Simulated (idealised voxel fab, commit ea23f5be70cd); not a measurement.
Process module heading - voxel gate over fins
Cross-section cut: width 285 nm, square cells of 5 nm.
Notation: cross-section as square-cell grid; stated in bands, top first, going down; one or more cell rows per band.
Basically the band line says how high the top is and how high the bottom is, in nm, and then what's in it from left to right, every material with its width in nm. Empty space shows up as "empty", and if a single material carries "full width" it runs the full band edge to edge.
For the purposes of this specification, 0 denotes the height below which the wafer in its as-received condition is composed wholly of one material, and the lowermost band, lacking a lower limit, extends downward without end, as expressed in "0..down".
Width: "30->40" (first number = top row, second number = bottom row, same change from row to row of cells).
"changes: none" for a step: no cell of the cross-section changed in that step.
"Enclosed void list" - sealed voids, min. 8 cells, no opening to top; format: width x height at distance (distance from left edge; nm throughout).
On each step's line, the part that comes after the settings is the simulator's own comment on the step.
"overlay nm" denotes, for a step that has a mask, the displacement of the mask to the right of its planned place, with negative values corresponding to the left.

Intended process steps:
| 1 | RECEIVE, material Si |
| 2 | CONFORMAL_DEP, material SiN, thk nm 5 |
| 3 | MASKED_ETCH, tone cover, mask id FINS, width nm 15, pitch nm 55, etch materials SiN, depth nm 5, overlay nm 0 |
| 4 | MASKED_ETCH, tone cover, mask id FINS, width nm 15, pitch nm 55, etch materials Si, depth nm 40, overlay nm 0 |
| 5 | OXIDIZE, depth nm 5 |
| 6 | FILL_DEP, material SiO2, thk nm 15 |
| 7 | CMP, height nm 5 |
| 8 | MASKED_ETCH, tone open, mask id RAIL, width nm 15, etch materials SiO2, depth nm 40, overlay nm 0 |
| 9 | CONFORMAL_DEP, material TiN, thk nm 5 |
| 10 | FILL_DEP, material W, thk nm 5 |
| 11 | CMP, height nm 5 |
| 12 | SELECTIVE_ETCH, etch materials W Ru TiN, depth nm 25 |
| 13 | FILL_DEP, material SiO2, thk nm 5 |
| 14 | CMP, height nm 5 |
| 15 | SELECTIVE_ETCH, etch materials SiO2, depth nm 20 |
| 16 | STRIP, etch materials SiN |
| 17 | CONFORMAL_DEP, material HfO2, thk nm 5 |
| 18 | CONFORMAL_DEP, material TiN, thk nm 5 |
| 19 | FILL_DEP, material W, thk nm 15 |
| 20 | CMP, height nm 20 |
| 21 | CONFORMAL_DEP, material SiCN, thk nm 5 |

This is the cross-section of the wafer as we received it, i.e. after step 1:
    0..down = Si full width
    Enclosed void list: none

Module complete - cross-section of the first of two wafers, run according to plan:
    25..20 = SiCN full width
    20..10 = W full width
    10..5 = W: 45, then TiN: 25, then W: 30, then TiN: 25, then W: 30, then TiN: 25, then W: 30, then TiN: 25, then W: 50
    5..0 = W: 45, then TiN: 5, then HfO2: 15, then TiN: 5, then W: 30, then TiN: 5, then HfO2: 15, then TiN: 5, then W: 30, then TiN: 5, then HfO2: 15, then TiN: 5, then W: 30, then TiN: 5, then HfO2: 15, then TiN: 5, then W: 50
    0..-5 = W: 45, then TiN: 5, then HfO2: 5, then Si: 5, then HfO2: 5, then TiN: 5, then W: 30, then TiN: 5, then HfO2: 5, then Si: 5, then HfO2: 5, then TiN: 5, then W: 30, then TiN: 5, then HfO2: 5, then Si: 5, then HfO2: 5, then TiN: 5, then W: 30, then TiN: 5, then HfO2: 5, then Si: 5, then HfO2: 5, then TiN: 5, then W: 50
    -5..-10 = TiN: 50, then HfO2: 5, then Si: 5, then HfO2: 5, then TiN: 40, then HfO2: 5, then Si: 5, then HfO2: 5, then TiN: 40, then HfO2: 5, then Si: 5, then HfO2: 5, then TiN: 40, then HfO2: 5, then Si: 5, then HfO2: 5, then TiN: 55
    -10..-15 = HfO2: 55, then Si: 5, then HfO2: 50, then Si: 5, then HfO2: 50, then Si: 5, then HfO2: 50, then Si: 5, then HfO2: 60
    -15..-20 = SiO2: 55, then Si: 5, then SiO2: 50, then Si: 5, then SiO2: 50, then Si: 5, then SiO2: 50, then Si: 5, then SiO2: 60
    -20..-30 = SiO2: 55, then Si: 5, then SiO2: 15, then TiN: 5, then W: 5, then TiN: 5, then SiO2: 20, then Si: 5, then SiO2: 50, then Si: 5, then SiO2: 50, then Si: 5, then SiO2: 60
    -30..-35 = SiO2: 55, then Si: 5, then SiO2: 15, then TiN: 15, then SiO2: 20, then Si: 5, then SiO2: 50, then Si: 5, then SiO2: 50, then Si: 5, then SiO2: 60
    -35..-45 = SiO2: 55, then Si: 5, then SiO2: 50, then Si: 5, then SiO2: 50, then Si: 5, then SiO2: 50, then Si: 5, then SiO2: 60
    -45..down = Si full width
    Enclosed void list: none

Second wafer through the module, sectioned at the end: same beginning and same plan as the first wafer, with one mistake in carrying it out:
    25..20 = SiCN full width
    20..15 = W: 35, then TiN: 45, then W: 10, then TiN: 45, then W: 10, then TiN: 45, then W: 10, then TiN: 45, then W: 40
    15..5 = W: 35, then TiN: 5, then HfO2: 35, then TiN: 5, then W: 10, then TiN: 5, then HfO2: 35, then TiN: 5, then W: 10, then TiN: 5, then HfO2: 35, then TiN: 5, then W: 10, then TiN: 5, then HfO2: 35, then TiN: 5, then W: 40
    5..0 = TiN: 40, then HfO2: 35, then TiN: 20, then HfO2: 35, then TiN: 20, then HfO2: 35, then TiN: 20, then HfO2: 35, then TiN: 45
    0..-15 = HfO2: 55, then Si: 5, then HfO2: 50, then Si: 5, then HfO2: 50, then Si: 5, then HfO2: 50, then Si: 5, then HfO2: 60
    -15..-20 = SiO2: 55, then Si: 5, then SiO2: 50, then Si: 5, then SiO2: 50, then Si: 5, then SiO2: 50, then Si: 5, then SiO2: 60
    -20..-30 = SiO2: 55, then Si: 5, then SiO2: 15, then TiN: 5, then W: 5, then TiN: 5, then SiO2: 20, then Si: 5, then SiO2: 50, then Si: 5, then SiO2: 50, then Si: 5, then SiO2: 60
    -30..-35 = SiO2: 55, then Si: 5, then SiO2: 15, then TiN: 15, then SiO2: 20, then Si: 5, then SiO2: 50, then Si: 5, then SiO2: 50, then Si: 5, then SiO2: 60
    -35..-45 = SiO2: 55, then Si: 5, then SiO2: 50, then Si: 5, then SiO2: 50, then Si: 5, then SiO2: 50, then Si: 5, then SiO2: 60
    -45..down = Si full width
    Enclosed void list: none
Error vs. plan: planned and actual differ for step 17; actual: CONFORMAL_DEP, material HfO2, thk nm 15
Count the cells at the end and the second wafer has more or fewer of some materials than the first: HfO2: 162 more; W: 162 fewer
